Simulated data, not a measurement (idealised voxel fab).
Herein follows the process module entitled voxel transistor to metal.
The width of the displayed cross-section, cut, is 210 nm; its cells are square, with a size of 5 nm.
We lay out every cross-section as a grid of square cells and spell it out in bands from the top down, where one band means one or more rows of cells. Look at the band entry: it leads with the top's height and the bottom's height in nm. Then it lists the materials left to right, with a width in nm for each. The word "full width" on a single material says that material fills the band edge to edge. The word "blank" is empty space. Zero point of the height axis is 0; under it, received wafer = one material. Lowest band: continues down indefinitely, "0 and below". Width spec "30 to 40" -> top row of cells at first value, bottom row at second value, equal per-row change in between. "remained the same", as given for a step, is the statement that not any cell of the cross-section underwent a change during that step. "Closed internal voids" specifies each empty space that is not open to the top and that occupies no fewer than 8 cells, using the form width x height at distance, the distance measured from the left edge and all three quantities in nm. Read whatever lies past the settings on a step's line as the simulator's own remark about the step. The optional step-line setting "overlay nm" applies to steps with a mask and quantifies how far to the right of its planned location the mask lay, a negative value indicating leftward placement.
### Below is the list of planned process steps
step 1: RECEIVE: material Si
step 2: CONFORMAL_DEP: material SiO2, thk nm 5
step 3: CONFORMAL_DEP: material SiN, thk nm 15
step 4: DIRECTIONAL_DEP: material aC, thk nm 10
step 5: PATTERN: tone cover, mask id ACTIVE, material resist, width nm 105, thk nm 30, overlay nm 0
step 6: DIRECTIONAL_ETCH: etch materials aC, depth nm 10
step 7: STRIP: etch materials resist
step 8: DIRECTIONAL_ETCH: etch materials SiN, depth nm 15
step 9: DIRECTIONAL_ETCH: etch materials SiO2, depth nm 5
step 10: DIRECTIONAL_ETCH: etch materials Si, depth nm 25
step 11: STRIP: etch materials aC
step 12: OXIDIZE: depth nm 5
step 13: FILL_DEP: material SiO2, thk nm 5
step 14: CMP: height nm 20
step 15: SELECTIVE_ETCH: etch materials SiO2, depth nm 10
step 16: STRIP: etch materials SiN
step 17: SELECTIVE_ETCH: etch materials SiO2, depth nm 5
step 18: OXIDIZE: depth nm 5
step 19: DIRECTIONAL_DEP: material polySi, thk nm 30
step 20: DIRECTIONAL_DEP: material SiCN, thk nm 15
step 21: MASKED_ETCH: tone cover, mask id GATE, width nm 25, etch materials SiCN, depth nm 25, overlay nm 0
step 22: MASKED_ETCH: tone cover, mask id GATE, width nm 25, etch materials polySi, depth nm 40, overlay nm 0
step 23: CONFORMAL_DEP: material SiO2, thk nm 5
step 24: DIRECTIONAL_ETCH: etch materials SiO2, depth nm 5
step 25: CONFORMAL_DEP: material SiN, thk nm 5
step 26: DIRECTIONAL_ETCH: etch materials SiN, depth nm 5
step 27: DIRECTIONAL_ETCH: etch materials SiO2, depth nm 5
step 28: DIRECTIONAL_ETCH: etch materials Si, depth nm 5
step 29: EPI: material SiGe, thk nm 5
step 30: FILL_DEP: material SiO2, thk nm 5
step 31: CMP: height nm 30
step 32: STRIP: etch materials polySi
step 33: SELECTIVE_ETCH: etch materials SiO2, depth nm 5
step 34: CONFORMAL_DEP: material HfO2, thk nm 5
step 35: CONFORMAL_DEP: material TiN, thk nm 5
step 36: FILL_DEP: material W, thk nm 10
step 37: CMP: height nm 25
step 38: DIRECTIONAL_DEP: material SiO2, thk nm 15
step 39: DIRECTIONAL_DEP: material aC, thk nm 15
step 40: PATTERN: tone open, mask id CONTACT, material resist, width nm 20, pitch nm 75, thk nm 30, overlay nm 0
step 41: DIRECTIONAL_ETCH: etch materials aC, depth nm 15
step 42: STRIP: etch materials resist
step 43: DIRECTIONAL_ETCH: etch materials SiO2, depth nm 45
step 44: STRIP: etch materials aC
step 45: CONFORMAL_DEP: material TiN, thk nm 5
step 46: FILL_DEP: material W, thk nm 5
step 47: CMP: height nm 40
step 48: CONFORMAL_DEP: material SiN, thk nm 5
step 49: DIRECTIONAL_DEP: material SiO2, thk nm 15
step 50: MASKED_ETCH: tone open, mask id METAL_1, width nm 20, pitch nm 75, etch materials SiO2, depth nm 15, overlay nm 0
step 51: MASKED_ETCH: tone open, mask id METAL_1, width nm 20, pitch nm 75, etch materials SiN, depth nm 5, overlay nm 0
step 52: CONFORMAL_DEP: material TiN, thk nm 5
step 53: FILL_DEP: material Cu, thk nm 5
step 54: CMP: height nm 60
step 55: EPI: material Ru, thk nm 5
step 56: FILL_DEP: material SiCN, thk nm 5
### Incoming wafer in cross-section (state: after step 1)
  0 and below: Si full width
  Closed internal voids: none
### End-of-module XS, first of two wafers, run as planned
  70 down to 65: SiCN full width
  65 down to 60: 50 SiCN | 30 Ru | 45 SiCN | 30 Ru | 55 SiCN
  60 down to 45: 55 SiO2 | 5 TiN | 10 Cu | 5 TiN | 55 SiO2 | 5 TiN | 10 Cu | 5 TiN | 60 SiO2
  45 down to 40: 55 SiN | 20 TiN | 55 SiN | 20 TiN | 60 SiN
  40 down to 25: 55 SiO2 | 5 TiN | 10 W | 5 TiN | 55 SiO2 | 5 TiN | 10 W | 5 TiN | 60 SiO2
  25 down to 5: 55 SiO2 | 5 TiN | 10 W | 5 TiN | 5 SiO2 | 5 SiN | 5 HfO2 | 5 TiN | 15 W | 5 TiN | 5 HfO2 | 5 SiN | 5 SiO2 | 5 TiN | 10 W | 5 TiN | 60 SiO2
  5 down to 0: 50 SiO2 | 5 SiN | 5 TiN | 10 W | 5 TiN | 5 SiO2 | 5 SiN | 5 HfO2 | 25 TiN | 5 HfO2 | 5 SiN | 5 SiO2 | 5 TiN | 10 W | 5 TiN | 5 SiN | 55 SiO2
  0 down to -5: 55 SiO2 | 20 TiN | 5 SiGe | 5 SiO2 | 35 HfO2 | 5 SiO2 | 5 SiGe | 20 TiN | 60 SiO2
  -5 down to -10: 55 SiO2 | 25 SiGe | 45 Si | 25 SiGe | 60 SiO2
  -10 down to -30: 55 SiO2 | 95 Si | 60 SiO2
  -30 and below: Si full width
  Closed internal voids: none
### Cross-section of the latter of the two wafers at module completion. It had an identical start and an identical plan to the former; in running it, one mistake was made
  70 down to 65: SiCN full width
  65 down to 60: 50 SiCN | 30 Ru | 45 SiCN | 30 Ru | 55 SiCN
  60 down to 45: 55 SiO2 | 5 TiN | 10 Cu | 5 TiN | 55 SiO2 | 5 TiN | 10 Cu | 5 TiN | 60 SiO2
  45 down to 40: 55 SiN | 20 TiN | 55 SiN | 20 TiN | 60 SiN
  40 down to 25: 55 SiO2 | 5 TiN | 10 W | 5 TiN | 55 SiO2 | 5 TiN | 10 W | 5 TiN | 60 SiO2
  25 down to 5: 55 SiO2 | 5 TiN | 10 W | 5 TiN | 5 SiO2 | 5 SiN | 5 HfO2 | 5 TiN | 15 W | 5 TiN | 5 HfO2 | 5 SiN | 5 SiO2 | 5 TiN | 10 W | 5 TiN | 60 SiO2
  5 down to 0: 50 SiO2 | 5 SiN | 5 TiN | 10 W | 5 TiN | 5 SiO2 | 5 SiN | 5 HfO2 | 25 TiN | 5 HfO2 | 5 SiN | 5 SiO2 | 5 TiN | 10 W | 5 TiN | 5 SiN | 55 SiO2
  0 down to -5: 55 SiO2 | 20 TiN | 5 SiGe | 5 SiO2 | 35 HfO2 | 5 SiO2 | 5 SiGe | 20 TiN | 60 SiO2
  -5 down to -10: 55 SiO2 | 25 SiGe | 45 Si | 25 SiGe | 60 SiO2
  -10 down to -55: 55 SiO2 | 95 Si | 60 SiO2
  -55 and below: Si full width
  Closed internal voids: none
Against the plan, the run slipped here: step 10 of the plan was twice carried out
Final wafer comparison in cells, second versus first, more or fewer per material: -115 Si, +115 SiO2
